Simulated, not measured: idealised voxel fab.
The process module presented herein is designated voxel gate over fins.
Displayed cross-section: cut, width of 280 nm, square cells sized 5 nm.
Each cross-section below is a grid of square cells, stated as bands in top-down order, with one or more rows of cells making up each band.
Per band: top height and bottom height in nm, followed by the left-to-right materials and their widths in nm; "full width" marks a single material spanning edge to edge, "blank" marks empty space.
Note: height 0 marks the level under which the wafer is uniformly one material as received. Lowest band unbounded below, written "top 0, no bottom".
Per-row width for "30..40": begins at first number (top row of band), ends at second number (bottom row), increment between rows held constant.
It should be understood that the words "stayed the same", when stated for a given step, signify that the cross-section underwent no change in any of its cells during that step.
"Closed void list" specifies each empty space that is not open to the top and that occupies no fewer than 8 cells, using the form width x height at distance, the distance measured from the left edge and all three quantities in nm.
after a step's settings: what the simulator itself notes on the step
For masked steps, "overlay nm" on the step line gives how far right of plan the mask actually lay; a minus sign means it lay to the left.

Listed below are the process steps as planned
1. RECEIVE | material Si
2. CONFORMAL_DEP | material SiN | thk nm 5
3. PATTERN | tone cover | mask id FINS | material resist | width nm 15 | pitch nm 55 | thk nm 15 | overlay nm 0
4. DIRECTIONAL_ETCH | etch materials SiN | depth nm 5
5. DIRECTIONAL_ETCH | etch materials Si | depth nm 35
6. STRIP | etch materials resist
7. OXIDIZE | depth nm 5
8. FILL_DEP | material SiO2 | thk nm 15
9. CMP | height nm 5
10. DIRECTIONAL_DEP | material aC | thk nm 10
11. PATTERN | tone open | mask id RAIL | material resist | width nm 15 | thk nm 25 | overlay nm 0
12. DIRECTIONAL_ETCH | etch materials aC | depth nm 10
13. STRIP | etch materials resist
14. DIRECTIONAL_ETCH | etch materials SiO2 | depth nm 35
15. STRIP | etch materials aC
16. CONFORMAL_DEP | material TiN | thk nm 5
17. FILL_DEP | material W | thk nm 5
18. CMP | height nm 5
19. SELECTIVE_ETCH | etch materials W Ru TiN | depth nm 25
20. FILL_DEP | material SiO2 | thk nm 5
21. CMP | height nm 5
22. SELECTIVE_ETCH | etch materials SiO2 | depth nm 15
23. STRIP | etch materials SiN
24. CONFORMAL_DEP | material HfO2 | thk nm 5
25. CONFORMAL_DEP | material TiN | thk nm 5
26. CONFORMAL_DEP | material TiAl | thk nm 5
27. CONFORMAL_DEP | material TiN | thk nm 5
28. FILL_DEP | material W | thk nm 15
29. CMP | height nm 30
30. CONFORMAL_DEP | material SiN | thk nm 5

Wafer at receipt (post step 1), cross-section
- top 0, no bottom | Si full width
- Closed void list: none

Wafer cross-section at module end: first of two, run to plan
- top 35, bottom 30 | SiN full width
- top 30, bottom 20 | W full width
- top 20, bottom 15 | 60 W, 45 TiN, 10 W, 45 TiN, 10 W, 45 TiN, 65 W
- top 15, bottom 10 | 60 W, 5 TiN, 35 TiAl, 5 TiN, 10 W, 5 TiN, 35 TiAl, 5 TiN, 10 W, 5 TiN, 35 TiAl, 5 TiN, 65 W
- top 10, bottom 5 | 65 TiN, 5 TiAl, 25 TiN, 5 TiAl, 20 TiN, 5 TiAl, 25 TiN, 5 TiAl, 20 TiN, 5 TiAl, 25 TiN, 5 TiAl, 70 TiN
- top 5, bottom 0 | 70 TiAl, 5 TiN, 15 HfO2, 5 TiN, 30 TiAl, 5 TiN, 15 HfO2, 5 TiN, 30 TiAl, 5 TiN, 15 HfO2, 5 TiN, 75 TiAl
- top 0, bottom -5 | 75 TiN, 5 HfO2, 5 Si, 5 HfO2, 40 TiN, 5 HfO2, 5 Si, 5 HfO2, 40 TiN, 5 HfO2, 5 Si, 5 HfO2, 80 TiN
- top -5, bottom -10 | 80 HfO2, 5 Si, 50 HfO2, 5 Si, 50 HfO2, 5 Si, 85 HfO2
- top -10, bottom -20 | 80 SiO2, 5 Si, 50 SiO2, 5 Si, 50 SiO2, 5 Si, 85 SiO2
- top -20, bottom -25 | 80 SiO2, 5 Si, 15 SiO2, 5 TiN, 5 W, 5 TiN, 20 SiO2, 5 Si, 50 SiO2, 5 Si, 85 SiO2
- top -25, bottom -30 | 80 SiO2, 5 Si, 15 SiO2, 15 TiN, 20 SiO2, 5 Si, 50 SiO2, 5 Si, 85 SiO2
- top -30, bottom -40 | 80 SiO2, 5 Si, 50 SiO2, 5 Si, 50 SiO2, 5 Si, 85 SiO2
- top -40, no bottom | Si full width
- Closed void list: none

This cross-section belongs to the second wafer of two at the end of the module; the start and the plan were shared with the first, and the run included one mistake
- top 35, bottom 30 | SiN full width
- top 30, bottom 20 | W full width
- top 20, bottom 15 | 60 W, 45 TiN, 10 W, 45 TiN, 10 W, 45 TiN, 65 W
- top 15, bottom 10 | 60 W, 5 TiN, 35 TiAl, 5 TiN, 10 W, 5 TiN, 35 TiAl, 5 TiN, 10 W, 5 TiN, 35 TiAl, 5 TiN, 65 W
- top 10, bottom 5 | 65 TiN, 5 TiAl, 25 TiN, 5 TiAl, 20 TiN, 5 TiAl, 25 TiN, 5 TiAl, 20 TiN, 5 TiAl, 25 TiN, 5 TiAl, 70 TiN
- top 5, bottom 0 | 70 TiAl, 5 TiN, 15 HfO2, 5 TiN, 30 TiAl, 5 TiN, 15 HfO2, 5 TiN, 30 TiAl, 5 TiN, 15 HfO2, 5 TiN, 75 TiAl
- top 0, bottom -5 | 75 TiN, 5 HfO2, 5 Si, 5 HfO2, 40 TiN, 5 HfO2, 5 Si, 5 HfO2, 40 TiN, 5 HfO2, 5 Si, 5 HfO2, 80 TiN
- top -5, bottom -10 | 65 HfO2, 10 TiN, 5 HfO2, 5 Si, 5 HfO2, 10 TiN, 20 HfO2, 10 TiN, 5 HfO2, 5 Si, 5 HfO2, 10 TiN, 20 HfO2, 10 TiN, 5 HfO2, 5 Si, 5 HfO2, 10 TiN, 70 HfO2
- top -10, bottom -15 | 60 SiO2, 20 HfO2, 5 Si, 20 HfO2, 10 SiO2, 20 HfO2, 5 Si, 20 HfO2, 10 SiO2, 20 HfO2, 5 Si, 20 HfO2, 65 SiO2
- top -15, bottom -20 | 80 SiO2, 5 Si, 50 SiO2, 5 Si, 50 SiO2, 5 Si, 85 SiO2
- top -20, bottom -25 | 80 SiO2, 5 Si, 15 SiO2, 5 TiN, 5 W, 5 TiN, 20 SiO2, 5 Si, 50 SiO2, 5 Si, 85 SiO2
- top -25, bottom -30 | 80 SiO2, 5 Si, 15 SiO2, 15 TiN, 20 SiO2, 5 Si, 50 SiO2, 5 Si, 85 SiO2
- top -30, bottom -40 | 80 SiO2, 5 Si, 50 SiO2, 5 Si, 50 SiO2, 5 Si, 85 SiO2
- top -40, no bottom | Si full width
- Closed void list: none
Diagnosis: the processing plan was not followed for steps 22 and 23, which were run with their positions exchanged
In the final state, the cell counts of the second wafer exceed or fall short of those of the first for the following materials: HfO2: 12 more; SiO2: 24 fewer; TiN: 12 more
